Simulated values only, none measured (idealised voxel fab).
The process module presented herein is designated voxel gate over fins.
cross-section cut | 290 nm wide | cells 5 nm
Cross-section, as written here: a square-cell grid given band by band from the top down, where a band holds one or more rows of cells.
What a band's entry tells you: where the top is and where the bottom is, as heights in nm, and after that what lies inside, material by material from left to right, each with its width in nm. Empty space is written as the word "blank", and a single material marked with the word "everywhere" occupies the band from edge to edge.
All heights in this document are referenced to 0, defined as the level beneath which the wafer, as received, consists entirely of one material. The lowest band is not bounded below; it extends indefinitely downward and is written in the form "z 0 and below".
The expression "30 to 40" gives the width at the extremes of the band, the first number at its top row of cells and the second at its bottom row, with the width changing by equal amounts from each row to the next in between.
Where a step carries "nothing different", the cross-section came out of it unchanged, cell for cell.
So "Internal closed voids" is basically the list of trapped voids: any empty space of 8 cells or more that can't reach the top through an opening. They're written width x height at distance, the distance being from the left edge, and it's all nm.
Formally, on a step line, whatever follows the settings is a remark that the simulator itself makes on the step.
If you see "overlay nm" on a step's line and that step has a mask, it's telling you how far right of where it was planned the mask ended up; a negative number means it went left instead.
LIST OF PLANNED PROCESS STEPS
1 RECEIVE (material Si)
2 CONFORMAL_DEP (material SiN; thk nm 5)
3 MASKED_ETCH (tone cover; mask id FINS; width nm 15; pitch nm 35; etch materials SiN; depth nm 5; overlay nm 0)
4 MASKED_ETCH (tone cover; mask id FINS; width nm 15; pitch nm 35; etch materials Si; depth nm 35; overlay nm 0)
5 FILL_DEP (material SiO2; thk nm 10)
6 CMP (height nm 5)
7 SELECTIVE_ETCH (etch materials SiO2; depth nm 20)
8 STRIP (etch materials SiN)
9 CONFORMAL_DEP (material HfO2; thk nm 5)
10 CONFORMAL_DEP (material TiN; thk nm 5)
11 FILL_DEP (material W; thk nm 10)
12 CMP (height nm 15)
13 CONFORMAL_DEP (material SiN; thk nm 5)
FIRST OF THE TWO WAFERS, RUN PER PLAN
CROSS-SECTIONAL VIEW OF THE WAFER IN ITS AS-RECEIVED CONDITION, CORRESPONDING TO THE STATE AFTER STEP 1
	z 0 and below: Si everywhere
	Internal closed voids: none
PRESENTED HERE IS A CROSS-SECTION OF THE WAFER AFTER STEP 2 HAS BEEN PERFORMED
	z 5 to 0: SiN everywhere
	Lower than 0, everything is as it was.
PRESENTED HERE IS A CROSS-SECTION OF THE WAFER AFTER STEP 3 HAS BEEN PERFORMED
	z 5 to 0: blank 100 nm, then SiN 15 nm, then blank 20 nm, then SiN 15 nm, then blank 20 nm, then SiN 15 nm, then blank 105 nm
	Lower than 0, everything is as it was.
PRESENTED HERE IS A CROSS-SECTION OF THE WAFER AFTER STEP 4 HAS BEEN PERFORMED
	z 5 to 0: blank 100 nm, then SiN 15 nm, then blank 20 nm, then SiN 15 nm, then blank 20 nm, then SiN 15 nm, then blank 105 nm
	z 0 to -35: blank 100 nm, then Si 15 nm, then blank 20 nm, then Si 15 nm, then blank 20 nm, then Si 15 nm, then blank 105 nm
	Lower than -35, everything is as it was.
PRESENTED HERE IS A CROSS-SECTION OF THE WAFER AFTER STEP 5 HAS BEEN PERFORMED
	z 15 to 5: SiO2 everywhere
	z 5 to 0: SiO2 100 nm, then SiN 15 nm, then SiO2 20 nm, then SiN 15 nm, then SiO2 20 nm, then SiN 15 nm, then SiO2 105 nm
	z 0 to -35: SiO2 100 nm, then Si 15 nm, then SiO2 20 nm, then Si 15 nm, then SiO2 20 nm, then Si 15 nm, then SiO2 105 nm
	Lower than -35, everything is as it was.
PRESENTED HERE IS A CROSS-SECTION OF THE WAFER AFTER STEP 6 HAS BEEN PERFORMED
	z 5 to 0: SiO2 100 nm, then SiN 15 nm, then SiO2 20 nm, then SiN 15 nm, then SiO2 20 nm, then SiN 15 nm, then SiO2 105 nm
	Lower than 0, everything is as it was.
PRESENTED HERE IS A CROSS-SECTION OF THE WAFER AFTER STEP 7 HAS BEEN PERFORMED
	z 5 to 0: blank 100 nm, then SiN 15 nm, then blank 20 nm, then SiN 15 nm, then blank 20 nm, then SiN 15 nm, then blank 105 nm
	z 0 to -15: blank 100 nm, then Si 15 nm, then blank 20 nm, then Si 15 nm, then blank 20 nm, then Si 15 nm, then blank 105 nm
	Lower than -15, everything is as it was.
PRESENTED HERE IS A CROSS-SECTION OF THE WAFER AFTER STEP 8 HAS BEEN PERFORMED
	z 0 to -15: blank 100 nm, then Si 15 nm, then blank 20 nm, then Si 15 nm, then blank 20 nm, then Si 15 nm, then blank 105 nm
	Lower than -15, everything is as it was.
PRESENTED HERE IS A CROSS-SECTION OF THE WAFER AFTER STEP 9 HAS BEEN PERFORMED
	z 5 to 0: blank 95 nm, then HfO2 25 nm, then blank 10 nm, then HfO2 25 nm, then blank 10 nm, then HfO2 25 nm, then blank 100 nm
	z 0 to -10: blank 95 nm, then HfO2 5 nm, then Si 15 nm, then HfO2 5 nm, then blank 10 nm, then HfO2 5 nm, then Si 15 nm, then HfO2 5 nm, then blank 10 nm, then HfO2 5 nm, then Si 15 nm, then HfO2 5 nm, then blank 100 nm
	z -10 to -15: HfO2 100 nm, then Si 15 nm, then HfO2 20 nm, then Si 15 nm, then HfO2 20 nm, then Si 15 nm, then HfO2 105 nm
	Lower than -15, everything is as it was.
PRESENTED HERE IS A CROSS-SECTION OF THE WAFER AFTER STEP 10 HAS BEEN PERFORMED
	z 10 to 5: blank 90 nm, then TiN 105 nm, then blank 95 nm
	z 5 to 0: blank 90 nm, then TiN 5 nm, then HfO2 25 nm, then TiN 10 nm, then HfO2 25 nm, then TiN 10 nm, then HfO2 25 nm, then TiN 5 nm, then blank 95 nm
	z 0 to -5: blank 90 nm, then TiN 5 nm, then HfO2 5 nm, then Si 15 nm, then HfO2 5 nm, then TiN 10 nm, then HfO2 5 nm, then Si 15 nm, then HfO2 5 nm, then TiN 10 nm, then HfO2 5 nm, then Si 15 nm, then HfO2 5 nm, then TiN 5 nm, then blank 95 nm
	z -5 to -10: TiN 95 nm, then HfO2 5 nm, then Si 15 nm, then HfO2 5 nm, then TiN 10 nm, then HfO2 5 nm, then Si 15 nm, then HfO2 5 nm, then TiN 10 nm, then HfO2 5 nm, then Si 15 nm, then HfO2 5 nm, then TiN 100 nm
	Lower than -10, everything is as it was.
PRESENTED HERE IS A CROSS-SECTION OF THE WAFER AFTER STEP 11 HAS BEEN PERFORMED
	z 20 to 10: W everywhere
	z 10 to 5: W 90 nm, then TiN 105 nm, then W 95 nm
	z 5 to 0: W 90 nm, then TiN 5 nm, then HfO2 25 nm, then TiN 10 nm, then HfO2 25 nm, then TiN 10 nm, then HfO2 25 nm, then TiN 5 nm, then W 95 nm
	z 0 to -5: W 90 nm, then TiN 5 nm, then HfO2 5 nm, then Si 15 nm, then HfO2 5 nm, then TiN 10 nm, then HfO2 5 nm, then Si 15 nm, then HfO2 5 nm, then TiN 10 nm, then HfO2 5 nm, then Si 15 nm, then HfO2 5 nm, then TiN 5 nm, then W 95 nm
	Lower than -5, everything is as it was.
PRESENTED HERE IS A CROSS-SECTION OF THE WAFER AFTER STEP 12 HAS BEEN PERFORMED
	z 15 to 10: W everywhere
	Lower than 10, everything is as it was.
PRESENTED HERE IS A CROSS-SECTION OF THE WAFER AFTER STEP 13 HAS BEEN PERFORMED
	z 20 to 15: SiN everywhere
	Lower than 15, everything is as it was.
WAFER TWO OF TWO - SAME STARTING POINT, SAME PROCESS PLAN, ONE MISTAKE IN EXECUTION; MATCHES WAFER ONE UP TO AND INCLUDING STEP 6
SECOND WAFER AT THE PLANNED FINISH OF STEP 7, SEEN IN CROSS-SECTION
	z 5 to 0: SiO2 100 nm, then blank 15 nm, then SiO2 20 nm, then blank 15 nm, then SiO2 20 nm, then blank 15 nm, then SiO2 105 nm
	Lower than 0, everything is as it was.
SECOND WAFER AT THE PLANNED FINISH OF STEP 8, SEEN IN CROSS-SECTION
	z 0 to -15: blank 100 nm, then Si 15 nm, then blank 20 nm, then Si 15 nm, then blank 20 nm, then Si 15 nm, then blank 105 nm
	z -15 to -20: SiO2 80 nm, then blank 20 nm, then Si 15 nm, then blank 20 nm, then Si 15 nm, then blank 20 nm, then Si 15 nm, then blank 20 nm, then SiO2 85 nm
	Lower than -20, everything is as it was.
SECOND WAFER AT THE PLANNED FINISH OF STEP 9, SEEN IN CROSS-SECTION
	z 5 to 0: blank 95 nm, then HfO2 25 nm, then blank 10 nm, then HfO2 25 nm, then blank 10 nm, then HfO2 25 nm, then blank 100 nm
	z 0 to -10: blank 95 nm, then HfO2 5 nm, then Si 15 nm, then HfO2 5 nm, then blank 10 nm, then HfO2 5 nm, then Si 15 nm, then HfO2 5 nm, then blank 10 nm, then HfO2 5 nm, then Si 15 nm, then HfO2 5 nm, then blank 100 nm
	z -10 to -15: HfO2 85 nm, then blank 10 nm, then HfO2 5 nm, then Si 15 nm, then HfO2 5 nm, then blank 10 nm, then HfO2 5 nm, then Si 15 nm, then HfO2 5 nm, then blank 10 nm, then HfO2 5 nm, then Si 15 nm, then HfO2 5 nm, then blank 10 nm, then HfO2 90 nm
	z -15 to -20: SiO2 80 nm, then HfO2 20 nm, then Si 15 nm, then HfO2 20 nm, then Si 15 nm, then HfO2 20 nm, then Si 15 nm, then HfO2 20 nm, then SiO2 85 nm
	Lower than -20, everything is as it was.
SECOND WAFER AT THE PLANNED FINISH OF STEP 10, SEEN IN CROSS-SECTION
	z 10 to 5: blank 90 nm, then TiN 105 nm, then blank 95 nm
	z 5 to 0: blank 90 nm, then TiN 5 nm, then HfO2 25 nm, then TiN 10 nm, then HfO2 25 nm, then TiN 10 nm, then HfO2 25 nm, then TiN 5 nm, then blank 95 nm
	z 0 to -5: blank 90 nm, then TiN 5 nm, then HfO2 5 nm, then Si 15 nm, then HfO2 5 nm, then TiN 10 nm, then HfO2 5 nm, then Si 15 nm, then HfO2 5 nm, then TiN 10 nm, then HfO2 5 nm, then Si 15 nm, then HfO2 5 nm, then TiN 5 nm, then blank 95 nm
	z -5 to -10: TiN 95 nm, then HfO2 5 nm, then Si 15 nm, then HfO2 5 nm, then TiN 10 nm, then HfO2 5 nm, then Si 15 nm, then HfO2 5 nm, then TiN 10 nm, then HfO2 5 nm, then Si 15 nm, then HfO2 5 nm, then TiN 100 nm
	z -10 to -15: HfO2 85 nm, then TiN 10 nm, then HfO2 5 nm, then Si 15 nm, then HfO2 5 nm, then TiN 10 nm, then HfO2 5 nm, then Si 15 nm, then HfO2 5 nm, then TiN 10 nm, then HfO2 5 nm, then Si 15 nm, then HfO2 5 nm, then TiN 10 nm, then HfO2 90 nm
	Lower than -15, everything is as it was.
SECOND WAFER AT THE PLANNED FINISH OF STEP 11, SEEN IN CROSS-SECTION
	z 20 to 10: W everywhere
	z 10 to 5: W 90 nm, then TiN 105 nm, then W 95 nm
	z 5 to 0: W 90 nm, then TiN 5 nm, then HfO2 25 nm, then TiN 10 nm, then HfO2 25 nm, then TiN 10 nm, then HfO2 25 nm, then TiN 5 nm, then W 95 nm
	z 0 to -5: W 90 nm, then TiN 5 nm, then HfO2 5 nm, then Si 15 nm, then HfO2 5 nm, then TiN 10 nm, then HfO2 5 nm, then Si 15 nm, then HfO2 5 nm, then TiN 10 nm, then HfO2 5 nm, then Si 15 nm, then HfO2 5 nm, then TiN 5 nm, then W 95 nm
	Lower than -5, everything is as it was.
SECOND WAFER AT THE PLANNED FINISH OF STEP 12, SEEN IN CROSS-SECTION
	z 15 to 10: W everywhere
	Lower than 10, everything is as it was.
SECOND WAFER AT THE PLANNED FINISH OF STEP 13, SEEN IN CROSS-SECTION
	z 20 to 15: SiN everywhere
	Lower than 15, everything is as it was.
Deviation noted in wafer processing: steps 7 and 8 were swapped
Bottom line after processing is that, in cells, the second wafer is up or down on some materials versus the first: HfO2 +8, SiO2 -16, TiN +8
